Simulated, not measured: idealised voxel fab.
process module | voxel released beams
cross-section cut | 190 nm wide | cells 5 nm
A cross-section is a grid of square cells, given in bands from the top down. A band is one or more rows of cells.
Each band's line starts with the height of the band's top and of its bottom, in nm. Then come its materials from left to right, each with its width in nm. One material with "throughout" fills the band from edge to edge. "air" is empty space.
Height 0 is the level under which the wafer as received is all one material. The lowest band goes on downwards, as in "0 down".
A width such as "30 to 40" changes by the same amount from each row of cells to the next, from the band's top row to its bottom row.
"no change" after a step means that no cell of the cross-section changed.
closed voids: empty space of 8 cells or more with no open way to the top, each as width x height at its distance from the left edge, in nm
after a step's settings: what the simulator itself notes on the step
overlay nm, on a step with a mask: how far to the right of its planned place the mask lay; to the left if negative
plan
1 op RECEIVE | material Si
2 op CONFORMAL_DEP | material SiN | thk nm 5
3 op DIRECTIONAL_DEP | material SiO2 | thk nm 20
4 op PATTERN | tone open | mask id ANCHOR | material resist | width nm 45 | thk nm 15 | overlay nm -15
5 op DIRECTIONAL_ETCH | etch materials SiO2 | depth nm 20
6 op STRIP | etch materials resist
7 op CONFORMAL_DEP | material TiN | thk nm 15
8 op PATTERN | tone cover | mask id BEAM | material resist | width nm 130 | thk nm 15 | overlay nm 0
9 op DIRECTIONAL_ETCH | etch materials TiN | depth nm 15
10 op STRIP | etch materials resist
11 op STRIP | etch materials SiO2
varied across the wafers: overlay nm of step 4. The plan shows the first wafer's value. All wafers start alike
first wafer as received, after step 1
  0 down: Si throughout
  closed voids: none
each wafer at the end: cells of each material gained (+) or lost (-) since it was received, then its closed voids
overlay nm -15 | +38 SiN | +102 TiN | closed voids: none
overlay nm -10 | +38 SiN | +102 TiN | closed voids: none
overlay nm -5 | +38 SiN | +102 TiN | closed voids: none
overlay nm 0 | +38 SiN | +102 TiN | closed voids: none
overlay nm 5 | +38 SiN | +102 TiN | closed voids: none
overlay nm 10 | +38 SiN | +102 TiN | closed voids: none
overlay nm 15 | +38 SiN | +102 TiN | closed voids: none
